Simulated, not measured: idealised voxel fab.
process module | voxel tone inversion
cross-section cut | 255 nm wide | cells 5 nm
A cross-section is a grid of square cells, given in bands from the top down. A band is one or more rows of cells.
Each band's line starts with the height of the band's top and of its bottom, in nm. Then come its materials from left to right, each with its width in nm. One material with "throughout" fills the band from edge to edge. "air" is empty space.
Height 0 is the level under which the wafer as received is all one material. The lowest band goes on downwards, as in "0 down".
A width such as "30 to 40" changes by the same amount from each row of cells to the next, from the band's top row to its bottom row.
"no change" after a step means that no cell of the cross-section changed.
closed voids: empty space of 8 cells or more with no open way to the top, each as width x height at its distance from the left edge, in nm
after a step's settings: what the simulator itself notes on the step
overlay nm, on a step with a mask: how far to the right of its planned place the mask lay; to the left if negative
plan
1 op RECEIVE | material Si
2 op CONFORMAL_DEP | material SiN | thk nm 5
3 op DIRECTIONAL_DEP | material polySi | thk nm 20
4 op PATTERN | tone cover | mask id POSTS | material resist | width nm 20 | pitch nm 40 | thk nm 30 | overlay nm 0
5 op DIRECTIONAL_ETCH | etch materials polySi | depth nm 20
6 op STRIP | etch materials resist
7 op FILL_DEP | material lowk | thk nm 5
8 op CMP | height nm 25
9 op STRIP | etch materials polySi
10 op CONFORMAL_DEP | material TiN | thk nm 5
11 op FILL_DEP | material Cu | thk nm 5
12 op CMP | height nm 25
13 op CONFORMAL_DEP | material SiN | thk nm 5
as received, after step 1
  0 down: Si throughout
  closed voids: none
a wafer at the end: this start, this plan, one mistake
  30 to 20: SiN throughout
  20 to 0: polySi throughout
  0 down: Si throughout
  closed voids: none
what went wrong: steps 2 and 3 were swapped
